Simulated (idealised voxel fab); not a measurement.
process module | voxel self aligned vias
cross-section cut | 140 nm wide | cells 5 nm
A cross-section is a grid of square cells, given in bands from the top down. A band is one or more rows of cells.
Each band's line starts with the height of the band's top and of its bottom, in nm. Then come its materials from left to right, each with its width in nm. One material with "throughout" fills the band from edge to edge. "air" is empty space.
Height 0 is the level under which the wafer as received is all one material. The lowest band goes on downwards, as in "0 down".
A width such as "30 to 40" changes by the same amount from each row of cells to the next, from the band's top row to its bottom row.
"no change" after a step means that no cell of the cross-section changed.
closed voids: empty space of 8 cells or more with no open way to the top, each as width x height at its distance from the left edge, in nm
after a step's settings: what the simulator itself notes on the step
overlay nm, on a step with a mask: how far to the right of its planned place the mask lay; to the left if negative
plan
1 op RECEIVE | material Si
2 op CONFORMAL_DEP | material SiO2 | thk nm 10
3 op CONFORMAL_DEP | material SiCN | thk nm 5
4 op DIRECTIONAL_DEP | material lowk | thk nm 10
5 op MASKED_ETCH | tone open | mask id LINES | width nm 30 | pitch nm 70 | etch materials lowk | depth nm 20 | overlay nm 0
6 op CONFORMAL_DEP | material TiN | thk nm 5
7 op FILL_DEP | material Ru | thk nm 5
8 op CMP | height nm 35
9 op SELECTIVE_ETCH | etch materials W Ru TiN | depth nm 5
10 op FILL_DEP | material SiN | thk nm 10
11 op CMP | height nm 35
12 op DIRECTIONAL_DEP | material lowk | thk nm 20
13 op PATTERN | tone open | mask id VIAS | material resist | width nm 40 | thk nm 20 | overlay nm 0
14 op DIRECTIONAL_ETCH | etch materials lowk | depth nm 20
15 op DIRECTIONAL_ETCH | etch materials SiN | depth nm 5
16 op STRIP | etch materials resist
17 op CONFORMAL_DEP | material TiN | thk nm 5
18 op FILL_DEP | material Cu | thk nm 10
19 op CMP | height nm 55
20 op CONFORMAL_DEP | material SiCN | thk nm 5
varied across the wafers: thk nm of step 4. The plan shows the first wafer's value. All wafers start alike
first wafer as received, after step 1
  0 down: Si throughout
  closed voids: none
each wafer at the end: cells of each material gained (+) or lost (-) since it was received, then its closed voids
thk nm 10 | +24 Cu | +16 Ru | +56 SiCN | +20 SiN | +56 SiO2 | +52 TiN | +112 lowk | closed voids: none
thk nm 15 | +24 Cu | +16 Ru | +56 SiCN | +20 SiN | +56 SiO2 | +36 TiN | +128 lowk | closed voids: none
thk nm 20 | +22 Cu | +16 Ru | +56 SiCN | +6 SiN | +56 SiO2 | +36 TiN | +144 lowk | closed voids: none
thk nm 25 | +22 Cu | +8 Ru | +56 SiCN | +6 SiN | +56 SiO2 | +32 TiN | +156 lowk | closed voids: none
thk nm 30 | +22 Cu | +56 SiCN | +6 SiN | +56 SiO2 | +28 TiN | +168 lowk | closed voids: none
thk nm 35 | +22 Cu | +56 SiCN | +6 SiN | +56 SiO2 | +16 TiN | +180 lowk | closed voids: none
